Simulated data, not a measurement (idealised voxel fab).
The process module presented herein is designated voxel self aligned contacts.
We display cut, a cross-section 215 nm in width whose square cells are each 5 nm.
Cross-sections here: square-cell grids, written as top-down lists of bands, a band being one or more rows of cells. Band: top height; bottom height; in nm. Then, left to right: material with width in nm, for each material. "all across": a single material spanning edge to edge. "empty": empty space. Heights from 0 (as-received wafer is one material below). Bottom band endless downward, as "from 0 down". Read "30->40" as a graded width: first number on top, second number at the bottom, same change between each pair of neighbouring rows. You'll sometimes find "no modification" written for a step, and that's the way of saying that nowhere in the cross-section did a cell change during that step. "Enclosed voids" enumerates empty spaces isolated from the top, with no open way to it, that contain at least 8 cells, giving each as width x height at distance from the left edge, all three in nm. after a step's settings: what the simulator itself notes on the step. "overlay nm" denotes, for a step that has a mask, the displacement of the mask to the right of its planned place, with negative values corresponding to the left.
### The process steps that were planned are listed below
1 RECEIVE,material Si
2 OXIDIZE,depth nm 5
3 DIRECTIONAL_DEP,material polySi,thk nm 25
4 DIRECTIONAL_DEP,material SiN,thk nm 25
5 MASKED_ETCH,tone cover,mask id GATE,width nm 25,pitch nm 65,etch materials SiN,depth nm 25,overlay nm 0
6 MASKED_ETCH,tone cover,mask id GATE,width nm 25,pitch nm 65,etch materials polySi,depth nm 25,overlay nm 0
7 CONFORMAL_DEP,material SiN,thk nm 10
8 DIRECTIONAL_ETCH,etch materials SiN,depth nm 10
9 FILL_DEP,material SiO2,thk nm 15
10 CMP,height nm 55
11 MASKED_ETCH,tone open,mask id CONTACT,width nm 50,pitch nm 65,etch materials SiO2,depth nm 60,overlay nm 0
12 CONFORMAL_DEP,material TiN,thk nm 5
13 FILL_DEP,material Ru,thk nm 10
14 CMP,height nm 55
15 CONFORMAL_DEP,material SiCN,thk nm 5
### Cross-section of the wafer upon arrival, representing the state reached after step 1
- from 0 down = Si all across
- Enclosed voids: none
### First of two wafers: cross-section at end of module, run per plan
- from 60 to 55 = SiCN all across
- from 55 to 50 = 50 SiO2; 20 TiN; 10 Ru; 20 TiN; 15 SiO2; 20 TiN; 10 Ru; 20 TiN; 50 SiO2
- from 50 to 25 = 20 SiO2; 45 SiN; 5 TiN; 10 Ru; 5 TiN; 45 SiN; 5 TiN; 10 Ru; 5 TiN; 45 SiN; 20 SiO2
- from 25 to 0 = 20 SiO2; 10 SiN; 25 polySi; 10 SiN; 5 TiN; 10 Ru; 5 TiN; 10 SiN; 25 polySi; 10 SiN; 5 TiN; 10 Ru; 5 TiN; 10 SiN; 25 polySi; 10 SiN; 20 SiO2
- from 0 to -5 = 65 SiO2; 20 TiN; 45 SiO2; 20 TiN; 65 SiO2
- from -5 down = Si all across
- Enclosed voids: none
### Cross-section, wafer two of two, end of module: same start and plan as wafer one, one error in execution
- from 60 to 55 = SiCN all across
- from 55 to 50 = 20 SiO2; 45 SiN; 20 TiN; 45 SiN; 20 TiN; 45 SiN; 20 SiO2
- from 50 to 25 = SiN all across
- from 25 to 0 = polySi all across
- from 0 to -5 = SiO2 all across
- from -5 down = Si all across
- Enclosed voids: none
Here's what went sideways: plan step 4 ran twice
End of process, cell counts, second wafer against first, materials with more or fewer: Ru -44, SiN +47, SiO2 -87, TiN -56, polySi +140
